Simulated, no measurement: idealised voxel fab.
Herein follows the process module entitled voxel capacitor over wiring.
Cross-section cut: width 250 nm, square cells of 5 nm.
Reading order for cross-sections: top band down to bottom band. Underlying form: a grid of square cells. Band size: one or more rows of cells.
In this notation a band is specified by the heights of its top and bottom, in that order and in nm, after which its materials appear from left to right, each paired with its width in nm. The word "throughout" attached to a single material means that material fills the band from edge to edge; the word "air" stands for empty space.
The reference from which all heights are counted is 0, the level beneath which the as-received wafer is entirely one material; the lowest band, having no lower bound, proceeds downward and is written after the example "z 0 and below".
Width "30->40": first value at the band's top row of cells, second value at its bottom row, equal change from row to row.
It should be understood that the words "nothing different", when stated for a given step, signify that the cross-section underwent no change in any of its cells during that step.
Empty spaces without an open route to the top, at least 8 cells in extent, make up the entry "Unvented voids"; each is given as width x height at distance, where the distance is measured from the left edge, and all are in nm.
What comes after the settings on a step's line is commentary from the simulator itself on that step.
overlay nm: right-of-plan distance of the mask on a masked step; negative values mean left-of-plan.
These are the steps we planned for the process
1 RECEIVE: material Si
2 CONFORMAL_DEP: material SiO2, thk nm 10
3 CONFORMAL_DEP: material SiCN, thk nm 5
4 DIRECTIONAL_DEP: material lowk, thk nm 20
5 PATTERN: tone open, mask id METAL_1, material resist, width nm 30, pitch nm 100, thk nm 15, overlay nm 0
6 DIRECTIONAL_ETCH: etch materials lowk, depth nm 20
7 DIRECTIONAL_ETCH: etch materials SiCN, depth nm 5
8 STRIP: etch materials resist
9 CONFORMAL_DEP: material TiN, thk nm 5
10 FILL_DEP: material W, thk nm 5
11 CMP: height nm 35
12 CONFORMAL_DEP: material SiCN, thk nm 5
13 DIRECTIONAL_DEP: material lowk, thk nm 10
14 PATTERN: tone open, mask id PLUG_1, material resist, width nm 15, thk nm 20, overlay nm 0
15 DIRECTIONAL_ETCH: etch materials lowk, depth nm 10
16 DIRECTIONAL_ETCH: etch materials SiCN, depth nm 5
17 STRIP: etch materials resist
18 EPI: material Ru, thk nm 10
19 EPI: material Ru, thk nm 5
20 DIRECTIONAL_DEP: material TiN, thk nm 5
21 DIRECTIONAL_DEP: material HfO2, thk nm 5
22 DIRECTIONAL_DEP: material TiN, thk nm 10
23 DIRECTIONAL_DEP: material aC, thk nm 10
24 PATTERN: tone cover, mask id UPPER_PLATE, material resist, width nm 75, thk nm 30, overlay nm 0
25 DIRECTIONAL_ETCH: etch materials aC, depth nm 10
26 STRIP: etch materials resist
27 DIRECTIONAL_ETCH: etch materials TiN, depth nm 10
28 DIRECTIONAL_ETCH: etch materials HfO2, depth nm 5
29 STRIP: etch materials aC
30 DIRECTIONAL_DEP: material aC, thk nm 15
31 PATTERN: tone cover, mask id LOWER_PLATE, material resist, width nm 85, thk nm 30, overlay nm 0
32 DIRECTIONAL_ETCH: etch materials aC, depth nm 15
33 STRIP: etch materials resist
34 DIRECTIONAL_ETCH: etch materials TiN, depth nm 5
35 STRIP: etch materials aC
36 FILL_DEP: material SiO2, thk nm 15
37 CMP: height nm 80
38 DIRECTIONAL_DEP: material aC, thk nm 10
39 PATTERN: tone open, mask id PLUG_2, material resist, width nm 15, thk nm 25, overlay nm 0
40 DIRECTIONAL_ETCH: etch materials aC, depth nm 10
41 STRIP: etch materials resist
42 DIRECTIONAL_ETCH: etch materials SiO2, depth nm 10
43 STRIP: etch materials aC
44 CONFORMAL_DEP: material TiN, thk nm 5
45 FILL_DEP: material W, thk nm 5
46 CMP: height nm 80
47 CONFORMAL_DEP: material SiCN, thk nm 5
The wafers in this document start out alike and differ in the width nm applied at step 14; the plan shows the value used for the first wafer.
Cross-section, first of several wafers, as delivered after step 1
z 0 and below | Si throughout
Unvented voids: none
Module finished, last step 47 done: cross-section of the first of several wafers
z 85 to 80 | SiCN throughout
z 80 to 75 | SiO2 85 nm, TiN 5 nm, W 5 nm, TiN 5 nm, SiO2 150 nm
z 75 to 70 | SiO2 85 nm, TiN 15 nm, SiO2 150 nm
z 70 to 60 | SiO2 75 nm, TiN 75 nm, SiO2 100 nm
z 60 to 55 | SiO2 75 nm, HfO2 75 nm, SiO2 100 nm
z 55 to 50 | SiO2 70 nm, TiN 85 nm, SiO2 95 nm
z 50 to 40 | lowk 75 nm, Ru 15 nm, lowk 160 nm
z 40 to 35 | SiCN 75 nm, Ru 15 nm, SiCN 160 nm
z 35 to 15 | lowk 60 nm, TiN 5 nm, W 20 nm, TiN 5 nm, lowk 70 nm, TiN 5 nm, W 20 nm, TiN 5 nm, lowk 60 nm
z 15 to 10 | SiCN 60 nm, TiN 30 nm, SiCN 70 nm, TiN 30 nm, SiCN 60 nm
z 10 to 0 | SiO2 throughout
z 0 and below | Si throughout
Unvented voids: none
Module end, final wafer: cross-section
z 85 to 80 | SiCN throughout
z 80 to 75 | SiO2 85 nm, TiN 5 nm, W 5 nm, TiN 5 nm, SiO2 150 nm
z 75 to 70 | SiO2 85 nm, TiN 15 nm, SiO2 150 nm
z 70 to 60 | SiO2 75 nm, TiN 75 nm, SiO2 100 nm
z 60 to 55 | SiO2 75 nm, HfO2 75 nm, SiO2 100 nm
z 55 to 50 | SiO2 70 nm, TiN 85 nm, SiO2 95 nm
z 50 to 40 | lowk 70 nm, Ru 30 nm, lowk 150 nm
z 40 to 35 | SiCN 70 nm, Ru 30 nm, SiCN 150 nm
z 35 to 15 | lowk 60 nm, TiN 5 nm, W 20 nm, TiN 5 nm, lowk 70 nm, TiN 5 nm, W 20 nm, TiN 5 nm, lowk 60 nm
z 15 to 10 | SiCN 60 nm, TiN 30 nm, SiCN 70 nm, TiN 30 nm, SiCN 60 nm
z 10 to 0 | SiO2 throughout
z 0 and below | Si throughout
Unvented voids: none
Note: the following table is arranged by wafer, a row apiece. Each row reports the end-of-module state: per material, cells gained (+) or cells lost (-) compared with the wafer as received; closed voids follow
width nm 15 | +15 HfO2 | +9 Ru | +135 SiCN | +332 SiO2 | +80 TiN | +33 W | +246 lowk | Unvented voids: none
width nm 20 | +15 HfO2 | +12 Ru | +134 SiCN | +332 SiO2 | +80 TiN | +33 W | +244 lowk | Unvented voids: none
width nm 25 | +15 HfO2 | +15 Ru | +133 SiCN | +332 SiO2 | +80 TiN | +33 W | +242 lowk | Unvented voids: none
width nm 30 | +15 HfO2 | +18 Ru | +132 SiCN | +332 SiO2 | +80 TiN | +33 W | +240 lowk | Unvented voids: none
